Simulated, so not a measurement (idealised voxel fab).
Documented hereafter: the process module known as voxel released beams.
FYI the section here is cut, 170 nm wide, cells are 5 nm squares.
How to read a cross-section here: the picture is a grid of square cells, written as bands going from the top down, and any band can span one or more rows of cells. Top height, bottom height, nm. Materials left to right, width each, nm. Single material + "all across" = fills band edge to edge. "empty" = empty. Heads up on the height convention: 0 is the point under which the incoming wafer is all one material, and the lowest band has no bottom, it just keeps going down, like "0..down". Quick explanation for "30..40": the width changes in equal steps down the rows of cells, from the first number in the band's top row to the second number in its bottom row. "identical to before" for a step: no cell of the cross-section changed in that step. Closed-off voids of 8+ cells (no open route to the top) go in "Enclosed void inventory", written width x height at distance from the left edge, in nm. What comes after the settings on a step's line is commentary from the simulator itself on that step. On any step carrying a mask, the "overlay nm" setting, if present on the step's line, tells how far right of its planned place the mask lay; negative values point to the left.

## Steps in the process plan
1) RECEIVE: material Si
2) CONFORMAL_DEP: material Al2O3, thk nm 5
3) DIRECTIONAL_DEP: material SiO2, thk nm 20
4) PATTERN: tone open, mask id ANCHOR, material resist, width nm 40, thk nm 20, overlay nm 0
5) DIRECTIONAL_ETCH: etch materials SiO2, depth nm 20
6) STRIP: etch materials resist
7) CONFORMAL_DEP: material SiN, thk nm 15
8) MASKED_ETCH: tone cover, mask id BEAM, width nm 85, etch materials SiN, depth nm 15, overlay nm 0
9) STRIP: etch materials SiO2

## Step 1 complete: cross-section of the wafer as received
* 0..down | Si all across
* Enclosed void inventory: none

## The first of two wafers, cross-sectioned at the end of the module, with the run proceeding as planned
* 40..25 | empty=40, SiN=20, empty=10, SiN=55, empty=45
* 25..20 | empty=45, SiN=15, empty=10, SiN=15, empty=85
* 20..5 | empty=45, SiN=40, empty=85
* 5..0 | Al2O3 all across
* 0..down | Si all across
* Enclosed void inventory: none

## The second wafer, shown in cross-section after the module: started the same way as the first and given the same plan, yet one mistake crept into how it was run
* 40..25 | empty=40, SiN=85, empty=45
* 25..20 | Al2O3 all across
* 20..0 | SiO2 all across
* 0..down | Si all across
* Enclosed void inventory: none
Deviation from plan: so 2 and 3 got swapped relative to the plan, each ran where the other was supposed to
Bottom line after processing is that, in cells, the second wafer is up or down on some materials versus the first: -24 SiN | +136 SiO2
